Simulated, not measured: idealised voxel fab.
You're looking at the process module voxel released beams.
cross-section cut | 230 nm wide | cells 5 nm
Cross-section layout: square cells on a grid; listed as bands, top to bottom; a band spans one or more cell rows.
In this notation a band is specified by the heights of its top and bottom, in that order and in nm, after which its materials appear from left to right, each paired with its width in nm. The word "edge to edge" attached to a single material means that material fills the band from edge to edge; the word "empty" stands for empty space.
Heights are expressed relative to 0, this being the level below which the as-received wafer comprises one material exclusively. The lowest band is unbounded in the downward direction and is denoted as in "0 down".
It should be noted that a width expressed as "30 to 40" varies in equal increments from row to row of cells within the band, taking the value of the first number at the top row and that of the second number at the bottom row.
Any step labelled "all unchanged" changed none of the cells in the cross-section.
Basically, "Voids, fully enclosed" tells you about the enclosed voids: empty spaces with no open way to the top, 8 cells or bigger, each written width x height at distance, where distance is from the left edge, all in nm.
The remark found on a step's line after its settings is issued by the simulator itself and pertains to that step.
"overlay nm" on a masked step: distance the mask lay right of its planned place, negative for left.

Set out below are the planned steps of the process:
1) RECEIVE (material Si)
2) CONFORMAL_DEP (material SiN; thk nm 5)
3) DIRECTIONAL_DEP (material SiO2; thk nm 10)
4) PATTERN (tone open; mask id ANCHOR; material resist; width nm 25; thk nm 20; overlay nm 0)
5) DIRECTIONAL_ETCH (etch materials SiO2; depth nm 10)
6) STRIP (etch materials resist)
7) CONFORMAL_DEP (material polySi; thk nm 10)
8) DIRECTIONAL_DEP (material aC; thk nm 10)
9) PATTERN (tone cover; mask id BEAM; material resist; width nm 95; thk nm 30; overlay nm 0)
10) DIRECTIONAL_ETCH (etch materials aC; depth nm 10)
11) STRIP (etch materials resist)
12) DIRECTIONAL_ETCH (etch materials polySi; depth nm 10)
13) STRIP (etch materials aC)
14) STRIP (etch materials SiO2)

First of two wafers, with the run carried out as planned:

Cross-sectional view of the wafer in its as-received condition, corresponding to the state after step 1:
  0 down: Si edge to edge
  Voids, fully enclosed: none

Wafer after step 2 (cross-section):
  5 to 0: SiN edge to edge
  below 0: unchanged

Wafer after step 3 (cross-section):
  15 to 5: SiO2 edge to edge
  below 5: unchanged

Wafer after step 4 (cross-section):
  35 to 15: resist: 70 / empty: 25 / resist: 135
  below 15: unchanged

Wafer after step 5 (cross-section):
  35 to 15: resist: 70 / empty: 25 / resist: 135
  15 to 5: SiO2: 70 / empty: 25 / SiO2: 135
  below 5: unchanged

Wafer after step 6 (cross-section):
  15 to 5: SiO2: 70 / empty: 25 / SiO2: 135
  below 5: unchanged

Wafer after step 7 (cross-section):
  25 to 15: polySi: 80 / empty: 5 / polySi: 145
  15 to 5: SiO2: 70 / polySi: 25 / SiO2: 135
  below 5: unchanged

Wafer after step 8 (cross-section):
  35 to 25: aC: 80 / empty: 5 / aC: 145
  25 to 15: polySi: 80 / aC: 5 / polySi: 145
  below 15: unchanged

Wafer after step 9 (cross-section):
  65 to 35: empty: 65 / resist: 95 / empty: 70
  35 to 25: aC: 80 / resist: 5 / aC: 145
  below 25: unchanged

Wafer after step 10 (cross-section):
  55 to 35: empty: 65 / resist: 95 / empty: 70
  35 to 25: empty: 65 / aC: 15 / resist: 5 / aC: 75 / empty: 70
  below 25: unchanged

Wafer after step 11 (cross-section):
  35 to 25: empty: 65 / aC: 15 / empty: 5 / aC: 75 / empty: 70
  below 25: unchanged

Wafer after step 12 (cross-section):
  35 to 25: empty: 65 / aC: 15 / empty: 5 / aC: 75 / empty: 70
  25 to 15: empty: 65 / polySi: 15 / aC: 5 / polySi: 75 / empty: 70
  below 15: unchanged

Wafer after step 13 (cross-section):
  25 to 15: empty: 65 / polySi: 15 / empty: 5 / polySi: 75 / empty: 70
  below 15: unchanged

Wafer after step 14 (cross-section):
  25 to 15: empty: 65 / polySi: 15 / empty: 5 / polySi: 75 / empty: 70
  15 to 5: empty: 70 / polySi: 25 / empty: 135
  below 5: unchanged

The second wafer began exactly as the first did and followed the same plan, but one mistake was made while running it; through step 7 inclusive, the two wafers are identical:

Second wafer cross-section, taken as of the time the plan sets for step 8 to be done:
  35 to 25: SiN: 80 / empty: 5 / SiN: 145
  25 to 15: polySi: 80 / SiN: 5 / polySi: 145
  below 15: unchanged

Second wafer cross-section, taken as of the time the plan sets for step 9 to be done:
  65 to 35: empty: 65 / resist: 95 / empty: 70
  35 to 25: SiN: 80 / resist: 5 / SiN: 145
  below 25: unchanged

Second wafer cross-section, taken as of the time the plan sets for step 10 to be done:
  55 to 35: empty: 65 / resist: 95 / empty: 70
  below 35: unchanged

Second wafer cross-section, taken as of the time the plan sets for step 11 to be done:
  35 to 25: SiN: 80 / empty: 5 / SiN: 145
  below 25: unchanged

Second wafer cross-section, taken as of the time the plan sets for step 12 to be done: all unchanged

Second wafer cross-section, taken as of the time the plan sets for step 13 to be done: all unchanged

Second wafer cross-section, taken as of the time the plan sets for step 14 to be done: all unchanged
Plan not followed: step 8 ran as: DIRECTIONAL_DEP (material SiN; thk nm 10)
Materials where the second wafer ends with more or fewer cells than the first: +92 SiN, +82 SiO2, +54 polySi
